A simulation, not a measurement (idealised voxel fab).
The name of this process module is voxel wiring stack.
Cross-sectional view cut (width: 260 nm; square cell size: 5 nm).
Throughout this document, each cross-section is represented as a grid of square cells and is presented as a sequence of bands enumerated from the top downward, where a band comprises one or more rows of cells. What a band's entry tells you: where the top is and where the bottom is, as heights in nm, and after that what lies inside, material by material from left to right, each with its width in nm. Empty space is written as the word "blank", and a single material marked with the word "edge to edge" occupies the band from edge to edge. Zero point of the height axis is 0; under it, received wafer = one material. Lowest band: continues down indefinitely, "0 -> down". You'd read "30..40" like this: the band's top row of cells is as wide as the first number, its bottom row is as wide as the second, and going down, every row changes width by the same amount as the row before did. Where the words "changes: none" appear for a step, the cross-section shows no cell changed by that step; every cell remained as before. What "Enclosed voids" gives you is every empty space of 8 cells or more that is cut off from the top. Each appears as width x height at distance, with the distance taken from the left edge and width, height and distance all in nm. Anything after a step's settings on that line? It's the simulator's own note about the step. On any step carrying a mask, the "overlay nm" setting, if present on the step's line, tells how far right of its planned place the mask lay; negative values point to the left.
These are the steps we planned for the process:
1. RECEIVE: material Si
2. CONFORMAL_DEP: material SiO2, thk nm 15
3. CONFORMAL_DEP: material SiCN, thk nm 5
4. DIRECTIONAL_DEP: material lowk, thk nm 20
5. MASKED_ETCH: tone open, mask id METAL_1, width nm 25, pitch nm 50, etch materials lowk, depth nm 20, overlay nm 0
6. MASKED_ETCH: tone open, mask id METAL_1, width nm 25, pitch nm 50, etch materials SiCN, depth nm 5, overlay nm 0
7. CONFORMAL_DEP: material TiN, thk nm 5
8. FILL_DEP: material Cu, thk nm 10
9. CMP: height nm 40
10. CONFORMAL_DEP: material SiCN, thk nm 5
11. DIRECTIONAL_DEP: material lowk, thk nm 15
12. MASKED_ETCH: tone open, mask id PLUG_1, width nm 15, pitch nm 100, etch materials lowk, depth nm 15, overlay nm 0
13. MASKED_ETCH: tone open, mask id PLUG_1, width nm 15, pitch nm 100, etch materials SiCN, depth nm 5, overlay nm 0
14. EPI: material Ru, thk nm 10
15. EPI: material Ru, thk nm 10
16. CONFORMAL_DEP: material SiCN, thk nm 5
17. DIRECTIONAL_DEP: material SiO2, thk nm 25
18. DIRECTIONAL_DEP: material aC, thk nm 15
19. PATTERN: tone open, mask id METAL_2, material resist, width nm 15, pitch nm 50, thk nm 30, overlay nm 0
20. DIRECTIONAL_ETCH: etch materials aC, depth nm 15
21. STRIP: etch materials resist
22. DIRECTIONAL_ETCH: etch materials SiO2, depth nm 25
23. DIRECTIONAL_ETCH: etch materials SiCN, depth nm 5
24. STRIP: etch materials aC
25. CONFORMAL_DEP: material TiN, thk nm 5
26. FILL_DEP: material Cu, thk nm 5
27. CMP: height nm 90
28. CONFORMAL_DEP: material SiCN, thk nm 5
29. DIRECTIONAL_DEP: material SiO2, thk nm 15
30. DIRECTIONAL_DEP: material aC, thk nm 15
31. PATTERN: tone open, mask id PLUG_2, material resist, width nm 15, pitch nm 50, thk nm 30, overlay nm 0
32. DIRECTIONAL_ETCH: etch materials aC, depth nm 15
33. STRIP: etch materials resist
34. DIRECTIONAL_ETCH: etch materials SiO2, depth nm 15
35. DIRECTIONAL_ETCH: etch materials SiCN, depth nm 5
36. STRIP: etch materials aC
37. CONFORMAL_DEP: material TiN, thk nm 5
38. FILL_DEP: material Cu, thk nm 10
39. CMP: height nm 110
40. DIRECTIONAL_DEP: material TiN, thk nm 5
41. DIRECTIONAL_DEP: material Ru, thk nm 20
42. PATTERN: tone cover, mask id METAL_3, material resist, width nm 25, pitch nm 50, thk nm 15, overlay nm 0
43. DIRECTIONAL_ETCH: etch materials Ru, depth nm 20
44. DIRECTIONAL_ETCH: etch materials TiN, depth nm 5
45. STRIP: etch materials resist
46. FILL_DEP: material lowk, thk nm 5
47. CMP: height nm 135
48. CONFORMAL_DEP: material SiCN, thk nm 5
49. DIRECTIONAL_DEP: material lowk, thk nm 20
50. MASKED_ETCH: tone open, mask id PLUG_3, width nm 15, pitch nm 50, etch materials lowk, depth nm 20, overlay nm 0
51. MASKED_ETCH: tone open, mask id PLUG_3, width nm 15, pitch nm 50, etch materials SiCN, depth nm 5, overlay nm 0
52. EPI: material Ru, thk nm 10
53. EPI: material Ru, thk nm 10
54. EPI: material Ru, thk nm 5
55. CONFORMAL_DEP: material SiCN, thk nm 5
56. DIRECTIONAL_DEP: material lowk, thk nm 15
57. PATTERN: tone open, mask id METAL_4, material resist, width nm 25, pitch nm 50, thk nm 15, overlay nm 0
58. DIRECTIONAL_ETCH: etch materials lowk, depth nm 15
59. DIRECTIONAL_ETCH: etch materials SiCN, depth nm 5
60. STRIP: etch materials resist
61. CONFORMAL_DEP: material TiN, thk nm 5
62. FILL_DEP: material Ru, thk nm 5
63. CMP: height nm 180
64. CONFORMAL_DEP: material SiCN, thk nm 5
What sets these wafers apart? The width nm at step 19. They all start alike, and the plan carries the first wafer's value.
First wafer of several, as received: cross-section after step 1:
> 0 -> down | Si edge to edge
> Enclosed voids: none
End of module: cross-section of the first of several wafers after step 64, the last step:
> 185 -> 180 | SiCN edge to edge
> 180 -> 165 | 40 lowk | 5 TiN | 15 Ru | 5 TiN | 25 lowk | 5 TiN | 15 Ru | 5 TiN | 25 lowk | 5 TiN | 15 Ru | 5 TiN | 25 lowk | 5 TiN | 15 Ru | 5 TiN | 45 lowk
> 165 -> 160 | 40 SiCN | 25 TiN | 25 SiCN | 25 TiN | 25 SiCN | 25 TiN | 25 SiCN | 25 TiN | 45 SiCN
> 160 -> 140 | 40 lowk | 15 Ru | 35 lowk | 15 Ru | 35 lowk | 15 Ru | 35 lowk | 15 Ru | 55 lowk
> 140 -> 135 | 40 SiCN | 15 Ru | 35 SiCN | 15 Ru | 35 SiCN | 15 Ru | 35 SiCN | 15 Ru | 55 SiCN
> 135 -> 115 | 40 lowk | 25 Ru | 25 lowk | 25 Ru | 25 lowk | 25 Ru | 25 lowk | 25 Ru | 45 lowk
> 115 -> 110 | 40 lowk | 25 TiN | 25 lowk | 25 TiN | 25 lowk | 25 TiN | 25 lowk | 25 TiN | 45 lowk
> 110 -> 95 | 40 SiO2 | 5 TiN | 5 Cu | 5 TiN | 35 SiO2 | 5 TiN | 5 Cu | 5 TiN | 35 SiO2 | 5 TiN | 5 Cu | 5 TiN | 35 SiO2 | 5 TiN | 5 Cu | 5 TiN | 55 SiO2
> 95 -> 90 | 40 SiCN | 15 TiN | 35 SiCN | 15 TiN | 35 SiCN | 15 TiN | 35 SiCN | 15 TiN | 55 SiCN
> 90 -> 65 | 45 SiO2 | 5 TiN | 5 Cu | 5 TiN | 35 SiO2 | 5 TiN | 5 Cu | 5 TiN | 35 SiO2 | 5 TiN | 5 Cu | 5 TiN | 35 SiO2 | 5 TiN | 5 Cu | 5 TiN | 50 SiO2
> 65 -> 60 | 45 SiCN | 15 TiN | 35 SiCN | 15 TiN | 35 SiCN | 15 TiN | 35 SiCN | 15 TiN | 50 SiCN
> 60 -> 45 | 40 lowk | 15 Ru | 85 lowk | 15 Ru | 105 lowk
> 45 -> 40 | 40 SiCN | 15 Ru | 85 SiCN | 15 Ru | 105 SiCN
> 40 -> 20 | 40 lowk | 5 TiN | 15 Cu | 5 TiN | 25 lowk | 5 TiN | 15 Cu | 5 TiN | 25 lowk | 5 TiN | 15 Cu | 5 TiN | 25 lowk | 5 TiN | 15 Cu | 5 TiN | 45 lowk
> 20 -> 15 | 40 SiCN | 25 TiN | 25 SiCN | 25 TiN | 25 SiCN | 25 TiN | 25 SiCN | 25 TiN | 45 SiCN
> 15 -> 0 | SiO2 edge to edge
> 0 -> down | Si edge to edge
> Enclosed voids: none
Last wafer x-sec, end of module:
> 185 -> 180 | SiCN edge to edge
> 180 -> 165 | 40 lowk | 5 TiN | 15 Ru | 5 TiN | 25 lowk | 5 TiN | 15 Ru | 5 TiN | 25 lowk | 5 TiN | 15 Ru | 5 TiN | 25 lowk | 5 TiN | 15 Ru | 5 TiN | 45 lowk
> 165 -> 160 | 40 SiCN | 25 TiN | 25 SiCN | 25 TiN | 25 SiCN | 25 TiN | 25 SiCN | 25 TiN | 45 SiCN
> 160 -> 140 | 40 lowk | 15 Ru | 35 lowk | 15 Ru | 35 lowk | 15 Ru | 35 lowk | 15 Ru | 55 lowk
> 140 -> 135 | 40 SiCN | 15 Ru | 35 SiCN | 15 Ru | 35 SiCN | 15 Ru | 35 SiCN | 15 Ru | 55 SiCN
> 135 -> 115 | 40 lowk | 25 Ru | 25 lowk | 25 Ru | 25 lowk | 25 Ru | 25 lowk | 25 Ru | 45 lowk
> 115 -> 110 | 40 lowk | 25 TiN | 25 lowk | 25 TiN | 25 lowk | 25 TiN | 25 lowk | 25 TiN | 45 lowk
> 110 -> 95 | 40 SiO2 | 5 TiN | 5 Cu | 5 TiN | 35 SiO2 | 5 TiN | 5 Cu | 5 TiN | 35 SiO2 | 5 TiN | 5 Cu | 5 TiN | 35 SiO2 | 5 TiN | 5 Cu | 5 TiN | 55 SiO2
> 95 -> 90 | 40 SiCN | 15 TiN | 35 SiCN | 15 TiN | 35 SiCN | 15 TiN | 35 SiCN | 15 TiN | 55 SiCN
> 90 -> 65 | 35 SiO2 | 5 TiN | 25 Cu | 5 TiN | 15 SiO2 | 5 TiN | 25 Cu | 5 TiN | 15 SiO2 | 5 TiN | 25 Cu | 5 TiN | 15 SiO2 | 5 TiN | 25 Cu | 5 TiN | 40 SiO2
> 65 -> 60 | 35 SiCN | 35 TiN | 15 SiCN | 35 TiN | 15 SiCN | 35 TiN | 15 SiCN | 35 TiN | 40 SiCN
> 60 -> 45 | 40 lowk | 15 Ru | 85 lowk | 15 Ru | 105 lowk
> 45 -> 40 | 40 SiCN | 15 Ru | 85 SiCN | 15 Ru | 105 SiCN
> 40 -> 20 | 40 lowk | 5 TiN | 15 Cu | 5 TiN | 25 lowk | 5 TiN | 15 Cu | 5 TiN | 25 lowk | 5 TiN | 15 Cu | 5 TiN | 25 lowk | 5 TiN | 15 Cu | 5 TiN | 45 lowk
> 20 -> 15 | 40 SiCN | 25 TiN | 25 SiCN | 25 TiN | 25 SiCN | 25 TiN | 25 SiCN | 25 TiN | 45 SiCN
> 15 -> 0 | SiO2 edge to edge
> 0 -> down | Si edge to edge
> Enclosed voids: none
Row per wafer, end-of-module: cell gain (+)/loss (-) by material since the wafer came in, then closed voids:
width nm 15 | +80 Cu | +200 Ru | +282 SiCN | +476 SiO2 | +204 TiN | +682 lowk | Enclosed voids: none
width nm 20 | +100 Cu | +200 Ru | +278 SiCN | +456 SiO2 | +208 TiN | +682 lowk | Enclosed voids: none
width nm 25 | +120 Cu | +200 Ru | +274 SiCN | +436 SiO2 | +212 TiN | +682 lowk | Enclosed voids: none
width nm 30 | +140 Cu | +200 Ru | +270 SiCN | +416 SiO2 | +216 TiN | +682 lowk | Enclosed voids: none
width nm 35 | +160 Cu | +200 Ru | +266 SiCN | +396 SiO2 | +220 TiN | +682 lowk | Enclosed voids: none
